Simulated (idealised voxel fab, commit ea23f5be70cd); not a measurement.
The document below concerns the process module designated voxel wiring stack.
In the cross-section labelled cut, the width is 260 nm and each square cell is 5 nm.
Cross-section layout: square cells on a grid; listed as bands, top to bottom; a band spans one or more cell rows.
Quick guide to a band line: top height, bottom height (nm) up front; then every material left to right with its width in nm. Only one material and it's marked "throughout"? Then it fills the band edge to edge. And "empty" just means empty space.
Basically, 0 is our baseline, since under it the wafer straight out of the box is all one material. The bottom band has no lower end and keeps on going down, so it looks like "0 and below".
Note: "30 to 40" means the width goes from the first number (top row of the band) to the second number (bottom row) in equal steps per row of cells.
"remains unaltered", as given for a step, is the statement that not any cell of the cross-section underwent a change during that step.
"Enclosed empty spaces" means: voids of 8 cells or more that are shut off from the top with no open way through. Written width x height at distance, distance from the left edge, in nm.
What comes after the settings on a step's line is commentary from the simulator itself on that step.
Regarding "overlay nm": on a step with a mask, it is the distance the mask lay to the right of its planned place; a negative value places it to the left.

[Process steps foreseen in the plan]
1) RECEIVE (material Si)
2) CONFORMAL_DEP (material SiO2; thk nm 10)
3) DIRECTIONAL_DEP (material TiN; thk nm 5)
4) DIRECTIONAL_DEP (material W; thk nm 25)
5) MASKED_ETCH (tone cover; mask id METAL_1; width nm 20; pitch nm 50; etch materials W; depth nm 25; overlay nm 0)
6) MASKED_ETCH (tone cover; mask id METAL_1; width nm 20; pitch nm 50; etch materials TiN; depth nm 5; overlay nm 0)
7) CONFORMAL_DEP (material SiN; thk nm 5)
8) FILL_DEP (material lowk; thk nm 10)
9) CMP (height nm 40)
10) CONFORMAL_DEP (material SiCN; thk nm 5)
11) DIRECTIONAL_DEP (material lowk; thk nm 15)
12) MASKED_ETCH (tone open; mask id PLUG_1; width nm 15; pitch nm 100; etch materials lowk; depth nm 15; overlay nm -15)
13) MASKED_ETCH (tone open; mask id PLUG_1; width nm 15; pitch nm 100; etch materials SiCN; depth nm 5; overlay nm 0)
14) CONFORMAL_DEP (material TiN; thk nm 5)
15) FILL_DEP (material Cu; thk nm 5)
16) CMP (height nm 60)
17) CONFORMAL_DEP (material SiCN; thk nm 5)
18) DIRECTIONAL_DEP (material SiO2; thk nm 25)
19) DIRECTIONAL_DEP (material aC; thk nm 15)
20) PATTERN (tone open; mask id METAL_2; material resist; width nm 20; pitch nm 50; thk nm 30; overlay nm 0)
21) DIRECTIONAL_ETCH (etch materials aC; depth nm 15)
22) STRIP (etch materials resist)
23) DIRECTIONAL_ETCH (etch materials SiO2; depth nm 25)
24) DIRECTIONAL_ETCH (etch materials SiCN; depth nm 5)
25) STRIP (etch materials aC)
26) CONFORMAL_DEP (material TiN; thk nm 5)
27) FILL_DEP (material Ru; thk nm 10)
28) CMP (height nm 90)
29) CONFORMAL_DEP (material SiCN; thk nm 5)
30) DIRECTIONAL_DEP (material SiO2; thk nm 20)
31) MASKED_ETCH (tone open; mask id PLUG_2; width nm 15; pitch nm 50; etch materials SiO2; depth nm 20; overlay nm 0)
32) MASKED_ETCH (tone open; mask id PLUG_2; width nm 15; pitch nm 50; etch materials SiCN; depth nm 5; overlay nm 0)
33) CONFORMAL_DEP (material TiN; thk nm 5)
34) FILL_DEP (material W; thk nm 5)
35) CMP (height nm 115)
36) CONFORMAL_DEP (material SiCN; thk nm 5)
37) DIRECTIONAL_DEP (material SiO2; thk nm 20)
38) PATTERN (tone open; mask id METAL_3; material resist; width nm 20; pitch nm 50; thk nm 15; overlay nm 0)
39) DIRECTIONAL_ETCH (etch materials SiO2; depth nm 20)
40) DIRECTIONAL_ETCH (etch materials SiCN; depth nm 5)
41) STRIP (etch materials resist)
42) CONFORMAL_DEP (material TiN; thk nm 5)
43) FILL_DEP (material Ru; thk nm 5)
44) CMP (height nm 140)
45) EPI (material Ru; thk nm 5)
46) FILL_DEP (material SiCN; thk nm 5)
Wafer-to-wafer difference: overlay nm, step 12. Common start. Plan = first wafer's value.

[Here's the first of the wafers in cross-section, just as we got it, i.e. after step 1]
- 0 and below = Si throughout
- Enclosed empty spaces: none

[Per wafer (row), end of module: delta in cells per material since receipt, (+) for gained, (-) for lost; closed voids after that]
overlay nm -15 | +4 Cu | +72 Ru | +261 SiCN | +70 SiN | +636 SiO2 | +137 TiN | +72 W | +308 lowk | Enclosed empty spaces: none
overlay nm -10 | +4 Cu | +72 Ru | +259 SiCN | +70 SiN | +636 SiO2 | +139 TiN | +72 W | +308 lowk | Enclosed empty spaces: none
overlay nm -5 | +4 Cu | +72 Ru | +257 SiCN | +70 SiN | +636 SiO2 | +141 TiN | +72 W | +308 lowk | Enclosed empty spaces: none
overlay nm 0 | +6 Cu | +72 Ru | +255 SiCN | +70 SiN | +636 SiO2 | +141 TiN | +72 W | +308 lowk | Enclosed empty spaces: none
overlay nm 5 | +4 Cu | +72 Ru | +257 SiCN | +70 SiN | +636 SiO2 | +141 TiN | +72 W | +308 lowk | Enclosed empty spaces: none
overlay nm 10 | +4 Cu | +72 Ru | +259 SiCN | +70 SiN | +636 SiO2 | +139 TiN | +72 W | +308 lowk | Enclosed empty spaces: none
overlay nm 15 | +4 Cu | +72 Ru | +261 SiCN | +70 SiN | +636 SiO2 | +137 TiN | +72 W | +308 lowk | Enclosed empty spaces: none
